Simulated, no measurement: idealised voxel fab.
process module | voxel self aligned vias
Pictured: cross-section cut, 300 nm wide, on a grid of 5 nm square cells.
Bands, listed from the top down, are how a cross-section gets written in this document; the cross-section itself is a grid of square cells, and a band is one or more rows of them. A band entry consists of two parts. The first gives the height of the band's top and the height of its bottom, in nm. The rest lists the band's materials from left to right, each with its width in nm. A single material labelled with the word "all across" fills the band from edge to edge, and the word "air" marks empty space. Zero point of the height axis is 0; under it, received wafer = one material. Lowest band: continues down indefinitely, "0 down". It should be noted that a width expressed as "30->40" varies in equal increments from row to row of cells within the band, taking the value of the first number at the top row and that of the second number at the bottom row. Where the words "everything unchanged" appear for a step, the cross-section shows no cell changed by that step; every cell remained as before. Fully sealed cavities: empty space of 8 cells or more with no open way to the top, each as width x height at its distance from the left edge, in nm. The remark found on a step's line after its settings is issued by the simulator itself and pertains to that step. For masked steps, "overlay nm" on the step line gives how far right of plan the mask actually lay; a minus sign means it lay to the left.
The process steps that were planned are listed below
1) op RECEIVE | material Si
2) op CONFORMAL_DEP | material SiO2 | thk nm 10
3) op CONFORMAL_DEP | material SiCN | thk nm 5
4) op DIRECTIONAL_DEP | material SiO2 | thk nm 25
5) op DIRECTIONAL_DEP | material aC | thk nm 15
6) op PATTERN | tone open | mask id LINES | material resist | width nm 30 | pitch nm 60 | thk nm 30 | overlay nm 0
7) op DIRECTIONAL_ETCH | etch materials aC | depth nm 15
8) op STRIP | etch materials resist
9) op DIRECTIONAL_ETCH | etch materials SiO2 | depth nm 25
10) op STRIP | etch materials aC
11) op CONFORMAL_DEP | material TiN | thk nm 5
12) op FILL_DEP | material W | thk nm 5
13) op CMP | height nm 40
14) op SELECTIVE_ETCH | etch materials W Ru TiN | depth nm 10
15) op FILL_DEP | material SiN | thk nm 10
16) op CMP | height nm 40
17) op DIRECTIONAL_DEP | material SiO2 | thk nm 20
18) op MASKED_ETCH | tone open | mask id VIAS | width nm 40 | pitch nm 120 | etch materials SiO2 | depth nm 20 | overlay nm 0
19) op MASKED_ETCH | tone open | mask id VIAS | width nm 40 | pitch nm 120 | etch materials SiN | depth nm 10 | overlay nm 0
20) op CONFORMAL_DEP | material TiN | thk nm 5
21) op FILL_DEP | material W | thk nm 5
22) op CMP | height nm 60
23) op CONFORMAL_DEP | material SiN | thk nm 5
Cross-sectional view of the wafer in its as-received condition, corresponding to the state after step 1
    0 down: Si all across
    Fully sealed cavities: none
Wafer cross-section at module end: first of two, run to plan
    65 to 60: SiN all across
    60 to 45: SiO2 70 nm  TiN 5 nm  W 30 nm  TiN 5 nm  SiO2 80 nm  TiN 5 nm  W 30 nm  TiN 5 nm  SiO2 70 nm
    45 to 40: SiO2 70 nm  TiN 10 nm  W 20 nm  TiN 10 nm  SiO2 80 nm  TiN 10 nm  W 20 nm  TiN 10 nm  SiO2 70 nm
    40 to 35: SiO2 75 nm  TiN 5 nm  W 20 nm  TiN 5 nm  SiO2 30 nm  SiN 30 nm  SiO2 30 nm  TiN 5 nm  W 20 nm  TiN 5 nm  SiO2 75 nm
    35 to 30: SiO2 75 nm  TiN 30 nm  SiO2 30 nm  SiN 30 nm  SiO2 30 nm  TiN 30 nm  SiO2 75 nm
    30 to 20: SiO2 75 nm  TiN 5 nm  W 20 nm  TiN 5 nm  SiO2 30 nm  TiN 5 nm  W 20 nm  TiN 5 nm  SiO2 30 nm  TiN 5 nm  W 20 nm  TiN 5 nm  SiO2 75 nm
    20 to 15: SiO2 75 nm  TiN 30 nm  SiO2 30 nm  TiN 30 nm  SiO2 30 nm  TiN 30 nm  SiO2 75 nm
    15 to 10: SiCN all across
    10 to 0: SiO2 all across
    0 down: Si all across
    Fully sealed cavities: none
Second wafer cross-section at end of module - shared start and plan with the first, one mistake in the run
    65 to 60: SiN all across
    60 to 45: SiO2 70 nm  TiN 5 nm  W 30 nm  TiN 5 nm  SiO2 80 nm  TiN 5 nm  W 30 nm  TiN 5 nm  SiO2 70 nm
    45 to 40: SiO2 70 nm  TiN 10 nm  W 15 nm  TiN 15 nm  SiO2 80 nm  TiN 10 nm  W 15 nm  TiN 15 nm  SiO2 70 nm
    40 to 35: SiO2 75 nm  TiN 5 nm  W 15 nm  TiN 5 nm  SiN 5 nm  SiO2 30 nm  SiN 30 nm  SiO2 30 nm  TiN 5 nm  W 15 nm  TiN 5 nm  SiN 5 nm  SiO2 75 nm
    35 to 30: SiO2 75 nm  TiN 25 nm  SiN 5 nm  SiO2 30 nm  SiN 30 nm  SiO2 30 nm  TiN 25 nm  SiN 5 nm  SiO2 75 nm
    30 to 20: SiO2 75 nm  TiN 5 nm  W 20 nm  TiN 5 nm  SiO2 30 nm  TiN 5 nm  W 20 nm  TiN 5 nm  SiO2 30 nm  TiN 5 nm  W 20 nm  TiN 5 nm  SiO2 75 nm
    20 to 15: SiO2 75 nm  TiN 30 nm  SiO2 30 nm  TiN 30 nm  SiO2 30 nm  TiN 30 nm  SiO2 75 nm
    15 to 10: SiCN all across
    10 to 0: SiO2 all across
    0 down: Si all across
    Fully sealed cavities: none
Heads up, the wafer didn't run the way we planned it: for step 19, the planned setting was not used; the step was instead run as op MASKED_ETCH | tone open | mask id VIAS | width nm 40 | pitch nm 120 | etch materials SiN | depth nm 10 | overlay nm -10
at the end the second wafer has, in cells: SiN: 4 more, W: 4 fewer
